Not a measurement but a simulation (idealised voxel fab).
process module | voxel self aligned contacts
FYI the section here is cut, 270 nm wide, cells are 5 nm squares.
Cross-sections here: square-cell grids, written as top-down lists of bands, a band being one or more rows of cells. Heights first: top, then bottom, in nm. Then materials, left to right, each with a width in nm. "throughout" on a single material: fills the band edge to edge. "empty": empty space. Heights from 0 (as-received wafer is one material below). Bottom band endless downward, as "0 nm and below". You'd read "30 to 40" like this: the band's top row of cells is as wide as the first number, its bottom row is as wide as the second, and going down, every row changes width by the same amount as the row before did. You'll sometimes find "stayed the same" written for a step, and that's the way of saying that nowhere in the cross-section did a cell change during that step. Listed in "Sealed internal cavities": every empty space of 8 or more cells without an open way to the top. Form: width x height at distance, the distance being from the left edge, all in nm. The remark found on a step's line after its settings is issued by the simulator itself and pertains to that step. When a step includes a mask, the "overlay nm" setting on its line states how far to the right of its planned place that mask lay, and negative values state how far to the left.

This section lists the process steps that were planned
1: RECEIVE,material Si
2: OXIDIZE,depth nm 5
3: DIRECTIONAL_DEP,material polySi,thk nm 30
4: DIRECTIONAL_DEP,material SiN,thk nm 20
5: DIRECTIONAL_DEP,material aC,thk nm 10
6: PATTERN,tone cover,mask id GATE,material resist,width nm 30,pitch nm 75,thk nm 30,overlay nm 0
7: DIRECTIONAL_ETCH,etch materials aC,depth nm 10
8: STRIP,etch materials resist
9: DIRECTIONAL_ETCH,etch materials SiN,depth nm 20
10: DIRECTIONAL_ETCH,etch materials polySi,depth nm 30
11: STRIP,etch materials aC
12: CONFORMAL_DEP,material SiN,thk nm 10
13: DIRECTIONAL_ETCH,etch materials SiN,depth nm 10
14: FILL_DEP,material SiO2,thk nm 20
15: CMP,height nm 60
16: DIRECTIONAL_DEP,material aC,thk nm 10
17: PATTERN,tone open,mask id CONTACT,material resist,width nm 55,thk nm 30,overlay nm 0
18: DIRECTIONAL_ETCH,etch materials aC,depth nm 10
19: STRIP,etch materials resist
20: DIRECTIONAL_ETCH,etch materials SiO2,depth nm 65
21: STRIP,etch materials aC
22: CONFORMAL_DEP,material TiN,thk nm 5
23: FILL_DEP,material Ru,thk nm 5
24: CMP,height nm 60
25: CONFORMAL_DEP,material SiN,thk nm 5

As received (post step 1): cross-section
* 0 nm and below  Si throughout
* Sealed internal cavities: none

Wafer cross-section at module end: first of two, run to plan
* 65 nm to 60 nm  SiN throughout
* 60 nm to 50 nm  SiO2 105 nm; TiN 5 to 20 nm; Ru 45 to 15 nm; TiN 5 to 20 nm; SiO2 110 nm
* 50 nm to 30 nm  SiO2 70 nm; SiN 50 nm; TiN 5 nm; Ru 15 nm; TiN 5 nm; SiN 50 nm; SiO2 75 nm
* 30 nm to 0 nm  SiO2 70 nm; SiN 10 nm; polySi 30 nm; SiN 10 nm; TiN 5 nm; Ru 15 nm; TiN 5 nm; SiN 10 nm; polySi 30 nm; SiN 10 nm; SiO2 75 nm
* 0 nm to -5 nm  SiO2 120 nm; TiN 25 nm; SiO2 125 nm
* -5 nm and below  Si throughout
* Sealed internal cavities: none

Same start, same plan as the first wafer - but one mistake in the run. Cross-section of the second of the two at the end of the module
* 65 nm to 60 nm  SiN throughout
* 60 nm to 50 nm  SiO2 105 nm; TiN 5 to 20 nm; Ru 50 to 15 nm; TiN 5 to 25 nm; SiO2 105 nm
* 50 nm to 30 nm  SiO2 70 nm; SiN 50 nm; TiN 5 nm; Ru 15 nm; TiN 5 nm; SiN 50 nm; SiO2 75 nm
* 30 nm to 0 nm  SiO2 70 nm; SiN 10 nm; polySi 30 nm; SiN 10 nm; TiN 5 nm; Ru 15 nm; TiN 5 nm; SiN 10 nm; polySi 30 nm; SiN 10 nm; SiO2 75 nm
* 0 nm to -5 nm  SiO2 120 nm; TiN 25 nm; SiO2 125 nm
* -5 nm and below  Si throughout
* Sealed internal cavities: none
What broke from the plan during processing? step 17 was not run as planned; what actually ran was PATTERN,tone open,mask id CONTACT,material resist,width nm 60,thk nm 30,overlay nm 0
In the final state, the cell counts of the second wafer exceed or fall short of those of the first for the following materials: Ru +1, SiO2 -2, TiN +1
